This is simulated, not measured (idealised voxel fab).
Presented below is a process module, voxel spacer lines.
Section cut is 275 nm wide and gridded with 5 nm square cells.
How to read a cross-section here: the picture is a grid of square cells, written as bands going from the top down, and any band can span one or more rows of cells.
This entry defines a band. It first specifies the height of the band's top and the height of its bottom in nm, and then specifies the band's materials from left to right, stating each material with its width in nm. The word "throughout" identifies a single material that fills the band from edge to edge, while the word "empty" identifies empty space.
Heights are measured from 0, the level below which the as-received wafer is all one material; the lowest band has no bottom and continues downward, written as in "0 and below".
Top row gets the first number, bottom row gets the second, and each row in between changes by the same step: that is how a band width like "30 to 40" works.
"identical to before" for a step: no cell of the cross-section changed in that step.
"Enclosed cavities" - sealed voids, min. 8 cells, no opening to top; format: width x height at distance (distance from left edge; nm throughout).
Step line, after settings: the simulator's comment on this step.
overlay nm: how far to the right of its planned place the mask lay on this masked step (negative: to the left).
-- List of planned process steps
1. RECEIVE (material Si)
2. CONFORMAL_DEP (material SiO2; thk nm 5)
3. DIRECTIONAL_DEP (material TiN; thk nm 20)
4. DIRECTIONAL_DEP (material polySi; thk nm 30)
5. PATTERN (tone cover; mask id MANDREL; material resist; width nm 15; pitch nm 60; thk nm 40; overlay nm 0)
6. DIRECTIONAL_ETCH (etch materials polySi; depth nm 30)
7. STRIP (etch materials resist)
8. CONFORMAL_DEP (material SiN; thk nm 15)
9. DIRECTIONAL_ETCH (etch materials SiN; depth nm 15)
10. STRIP (etch materials polySi)
11. DIRECTIONAL_ETCH (etch materials TiN; depth nm 20)
12. STRIP (etch materials SiN)
-- First wafer out of two, processed as planned
-- Incoming wafer in cross-section (state: after step 1)
    0 and below  Si throughout
    Enclosed cavities: none
-- The following cross-section depicts the wafer upon completion of step 2
    5 down to 0  SiO2 throughout
    Everything under 0 stays put, no change at all.
-- The following cross-section depicts the wafer upon completion of step 3
    25 down to 5  TiN throughout
    Everything under 5 stays put, no change at all.
-- The following cross-section depicts the wafer upon completion of step 4
    55 down to 25  polySi throughout
    Everything under 25 stays put, no change at all.
-- The following cross-section depicts the wafer upon completion of step 5
    95 down to 55  empty=70 | resist=15 | empty=45 | resist=15 | empty=45 | resist=15 | empty=70
    Everything under 55 stays put, no change at all.
-- The following cross-section depicts the wafer upon completion of step 6
    95 down to 55  empty=70 | resist=15 | empty=45 | resist=15 | empty=45 | resist=15 | empty=70
    55 down to 25  empty=70 | polySi=15 | empty=45 | polySi=15 | empty=45 | polySi=15 | empty=70
    Everything under 25 stays put, no change at all.
-- The following cross-section depicts the wafer upon completion of step 7
    55 down to 25  empty=70 | polySi=15 | empty=45 | polySi=15 | empty=45 | polySi=15 | empty=70
    Everything under 25 stays put, no change at all.
-- The following cross-section depicts the wafer upon completion of step 8
    70 down to 55  empty=55 | SiN=45 | empty=15 | SiN=45 | empty=15 | SiN=45 | empty=55
    55 down to 40  empty=55 | SiN=15 | polySi=15 | SiN=15 | empty=15 | SiN=15 | polySi=15 | SiN=15 | empty=15 | SiN=15 | polySi=15 | SiN=15 | empty=55
    40 down to 25  SiN=70 | polySi=15 | SiN=45 | polySi=15 | SiN=45 | polySi=15 | SiN=70
    Everything under 25 stays put, no change at all.
-- The following cross-section depicts the wafer upon completion of step 9
    55 down to 25  empty=55 | SiN=15 | polySi=15 | SiN=15 | empty=15 | SiN=15 | polySi=15 | SiN=15 | empty=15 | SiN=15 | polySi=15 | SiN=15 | empty=55
    Everything under 25 stays put, no change at all.
-- The following cross-section depicts the wafer upon completion of step 10
    55 down to 25  empty=55 | SiN=15 | empty=15 | SiN=15 | empty=15 | SiN=15 | empty=15 | SiN=15 | empty=15 | SiN=15 | empty=15 | SiN=15 | empty=55
    Everything under 25 stays put, no change at all.
-- The following cross-section depicts the wafer upon completion of step 11
    55 down to 25  empty=55 | SiN=15 | empty=15 | SiN=15 | empty=15 | SiN=15 | empty=15 | SiN=15 | empty=15 | SiN=15 | empty=15 | SiN=15 | empty=55
    25 down to 5  empty=55 | TiN=15 | empty=15 | TiN=15 | empty=15 | TiN=15 | empty=15 | TiN=15 | empty=15 | TiN=15 | empty=15 | TiN=15 | empty=55
    Everything under 5 stays put, no change at all.
-- The following cross-section depicts the wafer upon completion of step 12
    25 down to 5  empty=55 | TiN=15 | empty=15 | TiN=15 | empty=15 | TiN=15 | empty=15 | TiN=15 | empty=15 | TiN=15 | empty=15 | TiN=15 | empty=55
    Everything under 5 stays put, no change at all.
-- The Second Wafer: Common Origin and Plan, One Mistake in Execution, Identical to the First Through Step 1
-- Second wafer cross-section, taken as of the time the plan sets for step 2 to be done
    20 down to 0  TiN throughout
    Everything under 0 stays put, no change at all.
-- Second wafer cross-section, taken as of the time the plan sets for step 3 to be done
    25 down to 20  SiO2 throughout
    Everything under 20 stays put, no change at all.
-- Second wafer cross-section, taken as of the time the plan sets for step 4 to be done
    55 down to 25  polySi throughout
    Everything under 25 stays put, no change at all.
-- Second wafer cross-section, taken as of the time the plan sets for step 5 to be done
    95 down to 55  empty=70 | resist=15 | empty=45 | resist=15 | empty=45 | resist=15 | empty=70
    Everything under 55 stays put, no change at all.
-- Second wafer cross-section, taken as of the time the plan sets for step 6 to be done
    95 down to 55  empty=70 | resist=15 | empty=45 | resist=15 | empty=45 | resist=15 | empty=70
    55 down to 25  empty=70 | polySi=15 | empty=45 | polySi=15 | empty=45 | polySi=15 | empty=70
    Everything under 25 stays put, no change at all.
-- Second wafer cross-section, taken as of the time the plan sets for step 7 to be done
    55 down to 25  empty=70 | polySi=15 | empty=45 | polySi=15 | empty=45 | polySi=15 | empty=70
    Everything under 25 stays put, no change at all.
-- Second wafer cross-section, taken as of the time the plan sets for step 8 to be done
    70 down to 55  empty=55 | SiN=45 | empty=15 | SiN=45 | empty=15 | SiN=45 | empty=55
    55 down to 40  empty=55 | SiN=15 | polySi=15 | SiN=15 | empty=15 | SiN=15 | polySi=15 | SiN=15 | empty=15 | SiN=15 | polySi=15 | SiN=15 | empty=55
    40 down to 25  SiN=70 | polySi=15 | SiN=45 | polySi=15 | SiN=45 | polySi=15 | SiN=70
    Everything under 25 stays put, no change at all.
-- Second wafer cross-section, taken as of the time the plan sets for step 9 to be done
    55 down to 25  empty=55 | SiN=15 | polySi=15 | SiN=15 | empty=15 | SiN=15 | polySi=15 | SiN=15 | empty=15 | SiN=15 | polySi=15 | SiN=15 | empty=55
    Everything under 25 stays put, no change at all.
-- Second wafer cross-section, taken as of the time the plan sets for step 10 to be done
    55 down to 25  empty=55 | SiN=15 | empty=15 | SiN=15 | empty=15 | SiN=15 | empty=15 | SiN=15 | empty=15 | SiN=15 | empty=15 | SiN=15 | empty=55
    Everything under 25 stays put, no change at all.
Second wafer cross-section, taken as of the time the plan sets for step 11 to be done: identical to before
-- Second wafer cross-section, taken as of the time the plan sets for step 12 to be done
    25 down to 20  SiO2 throughout
    Everything under 20 stays put, no change at all.
Which mistake was made when the wafer was run? steps 2 and 3: order swapped relative to plan
The second wafer ends with more or fewer cells of some materials than the first, per final count: 148 more of TiN
